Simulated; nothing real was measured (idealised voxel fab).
process module | voxel wiring stack
cross-section cut | 190 nm wide | cells 5 nm
A cross-section is a grid of square cells, given in bands from the top down. A band is one or more rows of cells.
Each band's line starts with the height of the band's top and of its bottom, in nm. Then come its materials from left to right, each with its width in nm. One material with "throughout" fills the band from edge to edge. "air" is empty space.
Height 0 is the level under which the wafer as received is all one material. The lowest band goes on downwards, as in "0 down".
A width such as "30 to 40" changes by the same amount from each row of cells to the next, from the band's top row to its bottom row.
"no change" after a step means that no cell of the cross-section changed.
closed voids: empty space of 8 cells or more with no open way to the top, each as width x height at its distance from the left edge, in nm
after a step's settings: what the simulator itself notes on the step
overlay nm, on a step with a mask: how far to the right of its planned place the mask lay; to the left if negative
plan
1 op RECEIVE | material Si
2 op CONFORMAL_DEP | material SiO2 | thk nm 10
3 op DIRECTIONAL_DEP | material TiN | thk nm 5
4 op DIRECTIONAL_DEP | material Ru | thk nm 20
5 op PATTERN | tone cover | mask id METAL_1 | material resist | width nm 20 | pitch nm 45 | thk nm 20 | overlay nm 0
6 op DIRECTIONAL_ETCH | etch materials Ru | depth nm 20
7 op DIRECTIONAL_ETCH | etch materials TiN | depth nm 5
8 op STRIP | etch materials resist
9 op CONFORMAL_DEP | material SiN | thk nm 5
10 op FILL_DEP | material SiO2 | thk nm 5
11 op CMP | height nm 35
12 op CONFORMAL_DEP | material SiCN | thk nm 5
13 op DIRECTIONAL_DEP | material lowk | thk nm 35
14 op DIRECTIONAL_DEP | material aC | thk nm 10
15 op PATTERN | tone open | mask id METAL_2 | material resist | width nm 20 | pitch nm 45 | thk nm 25 | overlay nm 0
16 op DIRECTIONAL_ETCH | etch materials aC | depth nm 10
17 op STRIP | etch materials resist
18 op DIRECTIONAL_ETCH | etch materials lowk | depth nm 20
19 op STRIP | etch materials aC
20 op MASKED_ETCH | tone open | mask id METAL_2_HOLES | width nm 15 | pitch nm 45 | etch materials lowk | depth nm 15 | overlay nm 0
21 op MASKED_ETCH | tone open | mask id METAL_2_HOLES | width nm 15 | pitch nm 45 | etch materials SiCN | depth nm 5 | overlay nm 0
22 op CONFORMAL_DEP | material TiN | thk nm 5
23 op FILL_DEP | material Cu | thk nm 5
24 op CMP | height nm 75
25 op CONFORMAL_DEP | material SiN | thk nm 5
as received, after step 1
  0 down: Si throughout
  closed voids: none
a wafer at the end: this start, this plan, one mistake
  80 to 75: SiN throughout
  75 to 60: lowk 60 | TiN 5 | Cu 10 | TiN 5 | lowk 25 | TiN 5 | Cu 10 | TiN 5 | lowk 65
  60 to 55: lowk 60 | TiN 5 | Cu 5 | TiN 10 | lowk 25 | TiN 5 | Cu 5 | TiN 10 | lowk 65
  55 to 45: lowk 60 | TiN 5 | Cu 5 | TiN 5 | lowk 30 | TiN 5 | Cu 5 | TiN 5 | lowk 70
  45 to 40: lowk 60 | TiN 15 | lowk 30 | TiN 15 | lowk 70
  40 to 35: SiCN 60 | TiN 10 | SiCN 35 | TiN 10 | SiCN 75
  35 to 15: SiO2 55 | SiN 5 | Ru 20 | SiN 5 | SiO2 15 | SiN 5 | Ru 20 | SiN 5 | SiO2 60
  15 to 10: SiN 60 | TiN 20 | SiN 25 | TiN 20 | SiN 65
  10 to 0: SiO2 throughout
  0 down: Si throughout
  closed voids: none
what went wrong: step 21 ran as: op MASKED_ETCH | tone open | mask id METAL_2_HOLES | width nm 15 | pitch nm 45 | etch materials SiCN | depth nm 5 | overlay nm -5
